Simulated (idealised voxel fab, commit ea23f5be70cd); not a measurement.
Name of the process module below: voxel wiring stack
Displayed cross-section: cut, width of 210 nm, square cells sized 5 nm.
Cross-section layout: square cells on a grid; listed as bands, top to bottom; a band spans one or more cell rows.
What a band's entry tells you: where the top is and where the bottom is, as heights in nm, and after that what lies inside, material by material from left to right, each with its width in nm. Empty space is written as the word "air", and a single material marked with the word "all across" occupies the band from edge to edge.
It should be noted that heights are counted from 0, beneath which the wafer as supplied is of one material throughout, and that the lowest band possesses no lower boundary but continues downward, as written in "0..down".
Top row gets the first number, bottom row gets the second, and each row in between changes by the same step: that is how a band width like "30 to 40" works.
The cross-section has no changed cell in any step marked "no change occurred".
Under "Enclosed cavity list" you'll find the enclosed gaps, the ones with no way out to the top, that are 8 cells or bigger; each reads width x height at distance, with distance counted from the left edge, everything in nm.
Heads up: the bit after the settings on a step's line is the simulator's remark on that step.
overlay nm: on a step with a mask, how far right of its planned place the mask lay; negative means left.
**Steps in the process plan**
1 RECEIVE [material Si]
2 CONFORMAL_DEP [material SiO2] [thk nm 10]
3 DIRECTIONAL_DEP [material TiN] [thk nm 5]
4 DIRECTIONAL_DEP [material W] [thk nm 25]
5 DIRECTIONAL_DEP [material aC] [thk nm 15]
6 PATTERN [tone cover] [mask id METAL_1] [material resist] [width nm 20] [pitch nm 45] [thk nm 35] [overlay nm 0]
7 DIRECTIONAL_ETCH [etch materials aC] [depth nm 15]
8 STRIP [etch materials resist]
9 DIRECTIONAL_ETCH [etch materials W] [depth nm 25]
10 DIRECTIONAL_ETCH [etch materials TiN] [depth nm 5]
11 STRIP [etch materials aC]
12 CONFORMAL_DEP [material SiN] [thk nm 5]
13 FILL_DEP [material lowk] [thk nm 5]
14 CMP [height nm 40]
15 CONFORMAL_DEP [material SiCN] [thk nm 5]
16 DIRECTIONAL_DEP [material lowk] [thk nm 15]
17 MASKED_ETCH [tone open] [mask id PLUG_1] [width nm 15] [pitch nm 45] [etch materials lowk] [depth nm 15] [overlay nm 0]
18 MASKED_ETCH [tone open] [mask id PLUG_1] [width nm 15] [pitch nm 45] [etch materials SiCN] [depth nm 5] [overlay nm 0]
19 CONFORMAL_DEP [material TiN] [thk nm 5]
20 FILL_DEP [material Ru] [thk nm 5]
21 CMP [height nm 60]
22 DIRECTIONAL_DEP [material TiN] [thk nm 5]
23 DIRECTIONAL_DEP [material W] [thk nm 20]
24 PATTERN [tone cover] [mask id METAL_2] [material resist] [width nm 20] [pitch nm 45] [thk nm 15] [overlay nm 0]
25 DIRECTIONAL_ETCH [etch materials W] [depth nm 20]
26 DIRECTIONAL_ETCH [etch materials TiN] [depth nm 5]
27 STRIP [etch materials resist]
28 CONFORMAL_DEP [material SiN] [thk nm 5]
29 FILL_DEP [material SiO2] [thk nm 5]
30 CMP [height nm 85]
31 CONFORMAL_DEP [material SiN] [thk nm 5]
**First of two wafers - as planned**
**Cross-section of the wafer upon arrival, representing the state reached after step 1**
* 0..down: Si all across
* Enclosed cavity list: none
**Presented here is a cross-section of the wafer after step 2 has been performed**
* 10..0: SiO2 all across
* No changes below 0.
**Presented here is a cross-section of the wafer after step 3 has been performed**
* 15..10: TiN all across
* No changes below 10.
**Presented here is a cross-section of the wafer after step 4 has been performed**
* 40..15: W all across
* No changes below 15.
**Presented here is a cross-section of the wafer after step 5 has been performed**
* 55..40: aC all across
* No changes below 40.
**Presented here is a cross-section of the wafer after step 6 has been performed**
* 90..55: air=25, resist=20, air=25, resist=20, air=25, resist=20, air=25, resist=20, air=30
* No changes below 55.
**Presented here is a cross-section of the wafer after step 7 has been performed**
* 75..55: air=25, resist=20, air=25, resist=20, air=25, resist=20, air=25, resist=20, air=30
* 55..40: air=25, aC=20, air=25, aC=20, air=25, aC=20, air=25, aC=20, air=30
* No changes below 40.
**Presented here is a cross-section of the wafer after step 8 has been performed**
* 55..40: air=25, aC=20, air=25, aC=20, air=25, aC=20, air=25, aC=20, air=30
* No changes below 40.
**Presented here is a cross-section of the wafer after step 9 has been performed**
* 55..40: air=25, aC=20, air=25, aC=20, air=25, aC=20, air=25, aC=20, air=30
* 40..15: air=25, W=20, air=25, W=20, air=25, W=20, air=25, W=20, air=30
* No changes below 15.
**Presented here is a cross-section of the wafer after step 10 has been performed**
* 55..40: air=25, aC=20, air=25, aC=20, air=25, aC=20, air=25, aC=20, air=30
* 40..15: air=25, W=20, air=25, W=20, air=25, W=20, air=25, W=20, air=30
* 15..10: air=25, TiN=20, air=25, TiN=20, air=25, TiN=20, air=25, TiN=20, air=30
* No changes below 10.
**Presented here is a cross-section of the wafer after step 11 has been performed**
* 40..15: air=25, W=20, air=25, W=20, air=25, W=20, air=25, W=20, air=30
* No changes below 15.
**Presented here is a cross-section of the wafer after step 12 has been performed**
* 45..40: air=20, SiN=30, air=15, SiN=30, air=15, SiN=30, air=15, SiN=30, air=25
* 40..15: air=20, SiN=5, W=20, SiN=5, air=15, SiN=5, W=20, SiN=5, air=15, SiN=5, W=20, SiN=5, air=15, SiN=5, W=20, SiN=5, air=25
* 15..10: SiN=25, TiN=20, SiN=25, TiN=20, SiN=25, TiN=20, SiN=25, TiN=20, SiN=30
* No changes below 10.
**Presented here is a cross-section of the wafer after step 13 has been performed**
* 50..45: lowk all across
* 45..40: lowk=20, SiN=30, lowk=15, SiN=30, lowk=15, SiN=30, lowk=15, SiN=30, lowk=25
* 40..15: lowk=20, SiN=5, W=20, SiN=5, lowk=15, SiN=5, W=20, SiN=5, lowk=15, SiN=5, W=20, SiN=5, lowk=15, SiN=5, W=20, SiN=5, lowk=25
* No changes below 15.
**Presented here is a cross-section of the wafer after step 14 has been performed**
* 40..15: lowk=20, SiN=5, W=20, SiN=5, lowk=15, SiN=5, W=20, SiN=5, lowk=15, SiN=5, W=20, SiN=5, lowk=15, SiN=5, W=20, SiN=5, lowk=25
* No changes below 15.
**Presented here is a cross-section of the wafer after step 15 has been performed**
* 45..40: SiCN all across
* No changes below 40.
**Presented here is a cross-section of the wafer after step 16 has been performed**
* 60..45: lowk all across
* No changes below 45.
**Presented here is a cross-section of the wafer after step 17 has been performed**
* 60..45: lowk=25, air=15, lowk=30, air=15, lowk=30, air=15, lowk=30, air=15, lowk=35
* No changes below 45.
**Presented here is a cross-section of the wafer after step 18 has been performed**
* 60..45: lowk=25, air=15, lowk=30, air=15, lowk=30, air=15, lowk=30, air=15, lowk=35
* 45..40: SiCN=25, air=15, SiCN=30, air=15, SiCN=30, air=15, SiCN=30, air=15, SiCN=35
* No changes below 40.
**Presented here is a cross-section of the wafer after step 19 has been performed**
* 65..60: TiN=30, air=5, TiN=40, air=5, TiN=40, air=5, TiN=40, air=5, TiN=40
* 60..45: lowk=25, TiN=5, air=5, TiN=5, lowk=30, TiN=5, air=5, TiN=5, lowk=30, TiN=5, air=5, TiN=5, lowk=30, TiN=5, air=5, TiN=5, lowk=35
* 45..40: SiCN=25, TiN=15, SiCN=30, TiN=15, SiCN=30, TiN=15, SiCN=30, TiN=15, SiCN=35
* No changes below 40.
**Presented here is a cross-section of the wafer after step 20 has been performed**
* 70..65: Ru all across
* 65..60: TiN=30, Ru=5, TiN=40, Ru=5, TiN=40, Ru=5, TiN=40, Ru=5, TiN=40
* 60..45: lowk=25, TiN=5, Ru=5, TiN=5, lowk=30, TiN=5, Ru=5, TiN=5, lowk=30, TiN=5, Ru=5, TiN=5, lowk=30, TiN=5, Ru=5, TiN=5, lowk=35
* No changes below 45.
**Presented here is a cross-section of the wafer after step 21 has been performed**
* 60..45: lowk=25, TiN=5, Ru=5, TiN=5, lowk=30, TiN=5, Ru=5, TiN=5, lowk=30, TiN=5, Ru=5, TiN=5, lowk=30, TiN=5, Ru=5, TiN=5, lowk=35
* No changes below 45.
**Presented here is a cross-section of the wafer after step 22 has been performed**
* 65..60: TiN all across
* No changes below 60.
**Presented here is a cross-section of the wafer after step 23 has been performed**
* 85..65: W all across
* No changes below 65.
**Presented here is a cross-section of the wafer after step 24 has been performed**
* 100..85: air=25, resist=20, air=25, resist=20, air=25, resist=20, air=25, resist=20, air=30
* No changes below 85.
**Presented here is a cross-section of the wafer after step 25 has been performed**
* 100..85: air=25, resist=20, air=25, resist=20, air=25, resist=20, air=25, resist=20, air=30
* 85..65: air=25, W=20, air=25, W=20, air=25, W=20, air=25, W=20, air=30
* No changes below 65.
**Presented here is a cross-section of the wafer after step 26 has been performed**
* 100..85: air=25, resist=20, air=25, resist=20, air=25, resist=20, air=25, resist=20, air=30
* 85..65: air=25, W=20, air=25, W=20, air=25, W=20, air=25, W=20, air=30
* 65..60: air=25, TiN=20, air=25, TiN=20, air=25, TiN=20, air=25, TiN=20, air=30
* No changes below 60.
**Presented here is a cross-section of the wafer after step 27 has been performed**
* 85..65: air=25, W=20, air=25, W=20, air=25, W=20, air=25, W=20, air=30
* No changes below 65.
**Presented here is a cross-section of the wafer after step 28 has been performed**
* 90..85: air=20, SiN=30, air=15, SiN=30, air=15, SiN=30, air=15, SiN=30, air=25
* 85..65: air=20, SiN=5, W=20, SiN=5, air=15, SiN=5, W=20, SiN=5, air=15, SiN=5, W=20, SiN=5, air=15, SiN=5, W=20, SiN=5, air=25
* 65..60: SiN=25, TiN=20, SiN=25, TiN=20, SiN=25, TiN=20, SiN=25, TiN=20, SiN=30
* No changes below 60.
**Presented here is a cross-section of the wafer after step 29 has been performed**
* 95..90: SiO2 all across
* 90..85: SiO2=20, SiN=30, SiO2=15, SiN=30, SiO2=15, SiN=30, SiO2=15, SiN=30, SiO2=25
* 85..65: SiO2=20, SiN=5, W=20, SiN=5, SiO2=15, SiN=5, W=20, SiN=5, SiO2=15, SiN=5, W=20, SiN=5, SiO2=15, SiN=5, W=20, SiN=5, SiO2=25
* No changes below 65.
**Presented here is a cross-section of the wafer after step 30 has been performed**
* 85..65: SiO2=20, SiN=5, W=20, SiN=5, SiO2=15, SiN=5, W=20, SiN=5, SiO2=15, SiN=5, W=20, SiN=5, SiO2=15, SiN=5, W=20, SiN=5, SiO2=25
* No changes below 65.
**Presented here is a cross-section of the wafer after step 31 has been performed**
* 90..85: SiN all across
* No changes below 85.
**For the second wafer, take the first wafer's start and plan, then add one mistake made in running it; everything through step 2, that step included, is shared with the first**
Cross-section of the second wafer when, according to plan, step 3 should have finished: no change occurred
**Cross-section of the second wafer when, according to plan, step 4 should have finished**
* 35..10: W all across
* No changes below 10.
**Cross-section of the second wafer when, according to plan, step 5 should have finished**
* 50..35: aC all across
* No changes below 35.
**Cross-section of the second wafer when, according to plan, step 6 should have finished**
* 85..50: air=25, resist=20, air=25, resist=20, air=25, resist=20, air=25, resist=20, air=30
* No changes below 50.
**Cross-section of the second wafer when, according to plan, step 7 should have finished**
* 70..50: air=25, resist=20, air=25, resist=20, air=25, resist=20, air=25, resist=20, air=30
* 50..35: air=25, aC=20, air=25, aC=20, air=25, aC=20, air=25, aC=20, air=30
* No changes below 35.
**Cross-section of the second wafer when, according to plan, step 8 should have finished**
* 50..35: air=25, aC=20, air=25, aC=20, air=25, aC=20, air=25, aC=20, air=30
* No changes below 35.
**Cross-section of the second wafer when, according to plan, step 9 should have finished**
* 50..35: air=25, aC=20, air=25, aC=20, air=25, aC=20, air=25, aC=20, air=30
* 35..10: air=25, W=20, air=25, W=20, air=25, W=20, air=25, W=20, air=30
* No changes below 10.
Cross-section of the second wafer when, according to plan, step 10 should have finished: no change occurred
**Cross-section of the second wafer when, according to plan, step 11 should have finished**
* 35..10: air=25, W=20, air=25, W=20, air=25, W=20, air=25, W=20, air=30
* No changes below 10.
**Cross-section of the second wafer when, according to plan, step 12 should have finished**
* 40..35: air=20, SiN=30, air=15, SiN=30, air=15, SiN=30, air=15, SiN=30, air=25
* 35..15: air=20, SiN=5, W=20, SiN=5, air=15, SiN=5, W=20, SiN=5, air=15, SiN=5, W=20, SiN=5, air=15, SiN=5, W=20, SiN=5, air=25
* 15..10: SiN=25, W=20, SiN=25, W=20, SiN=25, W=20, SiN=25, W=20, SiN=30
* No changes below 10.
**Cross-section of the second wafer when, according to plan, step 13 should have finished**
* 45..40: lowk all across
* 40..35: lowk=20, SiN=30, lowk=15, SiN=30, lowk=15, SiN=30, lowk=15, SiN=30, lowk=25
* 35..15: lowk=20, SiN=5, W=20, SiN=5, lowk=15, SiN=5, W=20, SiN=5, lowk=15, SiN=5, W=20, SiN=5, lowk=15, SiN=5, W=20, SiN=5, lowk=25
* No changes below 15.
**Cross-section of the second wafer when, according to plan, step 14 should have finished**
* 40..35: lowk=20, SiN=30, lowk=15, SiN=30, lowk=15, SiN=30, lowk=15, SiN=30, lowk=25
* No changes below 35.
**Cross-section of the second wafer when, according to plan, step 15 should have finished**
* 45..40: SiCN all across
* No changes below 40.
**Cross-section of the second wafer when, according to plan, step 16 should have finished**
* 60..45: lowk all across
* No changes below 45.
**Cross-section of the second wafer when, according to plan, step 17 should have finished**
* 60..45: lowk=25, air=15, lowk=30, air=15, lowk=30, air=15, lowk=30, air=15, lowk=35
* No changes below 45.
**Cross-section of the second wafer when, according to plan, step 18 should have finished**
* 60..45: lowk=25, air=15, lowk=30, air=15, lowk=30, air=15, lowk=30, air=15, lowk=35
* 45..40: SiCN=25, air=15, SiCN=30, air=15, SiCN=30, air=15, SiCN=30, air=15, SiCN=35
* No changes below 40.
**Cross-section of the second wafer when, according to plan, step 19 should have finished**
* 65..60: TiN=30, air=5, TiN=40, air=5, TiN=40, air=5, TiN=40, air=5, TiN=40
* 60..45: lowk=25, TiN=5, air=5, TiN=5, lowk=30, TiN=5, air=5, TiN=5, lowk=30, TiN=5, air=5, TiN=5, lowk=30, TiN=5, air=5, TiN=5, lowk=35
* 45..40: SiCN=25, TiN=15, SiCN=30, TiN=15, SiCN=30, TiN=15, SiCN=30, TiN=15, SiCN=35
* No changes below 40.
**Cross-section of the second wafer when, according to plan, step 20 should have finished**
* 70..65: Ru all across
* 65..60: TiN=30, Ru=5, TiN=40, Ru=5, TiN=40, Ru=5, TiN=40, Ru=5, TiN=40
* 60..45: lowk=25, TiN=5, Ru=5, TiN=5, lowk=30, TiN=5, Ru=5, TiN=5, lowk=30, TiN=5, Ru=5, TiN=5, lowk=30, TiN=5, Ru=5, TiN=5, lowk=35
* No changes below 45.
**Cross-section of the second wafer when, according to plan, step 21 should have finished**
* 60..45: lowk=25, TiN=5, Ru=5, TiN=5, lowk=30, TiN=5, Ru=5, TiN=5, lowk=30, TiN=5, Ru=5, TiN=5, lowk=30, TiN=5, Ru=5, TiN=5, lowk=35
* No changes below 45.
**Cross-section of the second wafer when, according to plan, step 22 should have finished**
* 65..60: TiN all across
* No changes below 60.
**Cross-section of the second wafer when, according to plan, step 23 should have finished**
* 85..65: W all across
* No changes below 65.
**Cross-section of the second wafer when, according to plan, step 24 should have finished**
* 100..85: air=25, resist=20, air=25, resist=20, air=25, resist=20, air=25, resist=20, air=30
* No changes below 85.
**Cross-section of the second wafer when, according to plan, step 25 should have finished**
* 100..85: air=25, resist=20, air=25, resist=20, air=25, resist=20, air=25, resist=20, air=30
* 85..65: air=25, W=20, air=25, W=20, air=25, W=20, air=25, W=20, air=30
* No changes below 65.
**Cross-section of the second wafer when, according to plan, step 26 should have finished**
* 100..85: air=25, resist=20, air=25, resist=20, air=25, resist=20, air=25, resist=20, air=30
* 85..65: air=25, W=20, air=25, W=20, air=25, W=20, air=25, W=20, air=30
* 65..60: air=25, TiN=20, air=25, TiN=20, air=25, TiN=20, air=25, TiN=20, air=30
* No changes below 60.
**Cross-section of the second wafer when, according to plan, step 27 should have finished**
* 85..65: air=25, W=20, air=25, W=20, air=25, W=20, air=25, W=20, air=30
* No changes below 65.
**Cross-section of the second wafer when, according to plan, step 28 should have finished**
* 90..85: air=20, SiN=30, air=15, SiN=30, air=15, SiN=30, air=15, SiN=30, air=25
* 85..65: air=20, SiN=5, W=20, SiN=5, air=15, SiN=5, W=20, SiN=5, air=15, SiN=5, W=20, SiN=5, air=15, SiN=5, W=20, SiN=5, air=25
* 65..60: SiN=25, TiN=20, SiN=25, TiN=20, SiN=25, TiN=20, SiN=25, TiN=20, SiN=30
* No changes below 60.
**Cross-section of the second wafer when, according to plan, step 29 should have finished**
* 95..90: SiO2 all across
* 90..85: SiO2=20, SiN=30, SiO2=15, SiN=30, SiO2=15, SiN=30, SiO2=15, SiN=30, SiO2=25
* 85..65: SiO2=20, SiN=5, W=20, SiN=5, SiO2=15, SiN=5, W=20, SiN=5, SiO2=15, SiN=5, W=20, SiN=5, SiO2=15, SiN=5, W=20, SiN=5, SiO2=25
* No changes below 65.
**Cross-section of the second wafer when, according to plan, step 30 should have finished**
* 85..65: SiO2=20, SiN=5, W=20, SiN=5, SiO2=15, SiN=5, W=20, SiN=5, SiO2=15, SiN=5, W=20, SiN=5, SiO2=15, SiN=5, W=20, SiN=5, SiO2=25
* No changes below 65.
**Cross-section of the second wafer when, according to plan, step 31 should have finished**
* 90..85: SiN all across
* No changes below 85.
Diagnosis: step 3 was left out
The final cell counts differ between the wafers, with the second having more or fewer of some materials than the first: SiN: 16 more, TiN: 16 fewer
